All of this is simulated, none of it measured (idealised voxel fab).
process module | voxel trench capacitor
cross-section cut | 270 nm wide | cells 5 nm
A cross-section is a grid of square cells, given in bands from the top down. A band is one or more rows of cells.
Each band's line starts with the height of the band's top and of its bottom, in nm. Then come its materials from left to right, each with its width in nm. One material with "throughout" fills the band from edge to edge. "air" is empty space.
Height 0 is the level under which the wafer as received is all one material. The lowest band goes on downwards, as in "0 down".
A width such as "30 to 40" changes by the same amount from each row of cells to the next, from the band's top row to its bottom row.
"no change" after a step means that no cell of the cross-section changed.
closed voids: empty space of 8 cells or more with no open way to the top, each as width x height at its distance from the left edge, in nm
after a step's settings: what the simulator itself notes on the step
overlay nm, on a step with a mask: how far to the right of its planned place the mask lay; to the left if negative
plan
1 op RECEIVE | material Si
2 op CONFORMAL_DEP | material SiN | thk nm 10
3 op MASKED_ETCH | tone open | mask id TRENCH | width nm 30 | pitch nm 60 | etch materials SiN | depth nm 10 | overlay nm 0
4 op MASKED_ETCH | tone open | mask id TRENCH | width nm 30 | pitch nm 60 | etch materials Si | depth nm 40 | overlay nm 0
5 op CONFORMAL_DEP | material Al2O3 | thk nm 5
6 op CONFORMAL_DEP | material TiN | thk nm 5
7 op FILL_DEP | material W | thk nm 5
8 op CMP | height nm 10
as received, after step 1
  0 down: Si throughout
  closed voids: none
first wafer at the end, as planned
  10 to 0: SiN 60 | Al2O3 5 | TiN 5 | W 10 | TiN 5 | Al2O3 5 | SiN 30 | Al2O3 5 | TiN 5 | W 10 | TiN 5 | Al2O3 5 | SiN 30 | Al2O3 5 | TiN 5 | W 10 | TiN 5 | Al2O3 5 | SiN 60
  0 to -30: Si 60 | Al2O3 5 | TiN 5 | W 10 | TiN 5 | Al2O3 5 | Si 30 | Al2O3 5 | TiN 5 | W 10 | TiN 5 | Al2O3 5 | Si 30 | Al2O3 5 | TiN 5 | W 10 | TiN 5 | Al2O3 5 | Si 60
  -30 to -35: Si 60 | Al2O3 5 | TiN 20 | Al2O3 5 | Si 30 | Al2O3 5 | TiN 20 | Al2O3 5 | Si 30 | Al2O3 5 | TiN 20 | Al2O3 5 | Si 60
  -35 to -40: Si 60 | Al2O3 30 | Si 30 | Al2O3 30 | Si 30 | Al2O3 30 | Si 60
  -40 down: Si throughout
  closed voids: none
second wafer at the end: like start, like plan, one mistake
  25 to 20: W throughout
  20 to 15: TiN 70 | W 10 | TiN 50 | W 10 | TiN 50 | W 10 | TiN 70
  15 to 10: Al2O3 65 | TiN 5 | W 10 | TiN 5 | Al2O3 40 | TiN 5 | W 10 | TiN 5 | Al2O3 40 | TiN 5 | W 10 | TiN 5 | Al2O3 65
  10 to 0: SiN 60 | Al2O3 5 | TiN 5 | W 10 | TiN 5 | Al2O3 5 | SiN 30 | Al2O3 5 | TiN 5 | W 10 | TiN 5 | Al2O3 5 | SiN 30 | Al2O3 5 | TiN 5 | W 10 | TiN 5 | Al2O3 5 | SiN 60
  0 to -30: Si 60 | Al2O3 5 | TiN 5 | W 10 | TiN 5 | Al2O3 5 | Si 30 | Al2O3 5 | TiN 5 | W 10 | TiN 5 | Al2O3 5 | Si 30 | Al2O3 5 | TiN 5 | W 10 | TiN 5 | Al2O3 5 | Si 60
  -30 to -35: Si 60 | Al2O3 5 | TiN 20 | Al2O3 5 | Si 30 | Al2O3 5 | TiN 20 | Al2O3 5 | Si 30 | Al2O3 5 | TiN 20 | Al2O3 5 | Si 60
  -35 to -40: Si 60 | Al2O3 30 | Si 30 | Al2O3 30 | Si 30 | Al2O3 30 | Si 60
  -40 down: Si throughout
  closed voids: none
what went wrong: step 8 was left out
at the end the second wafer has, in cells: 42 more of Al2O3 | 54 more of TiN | 66 more of W
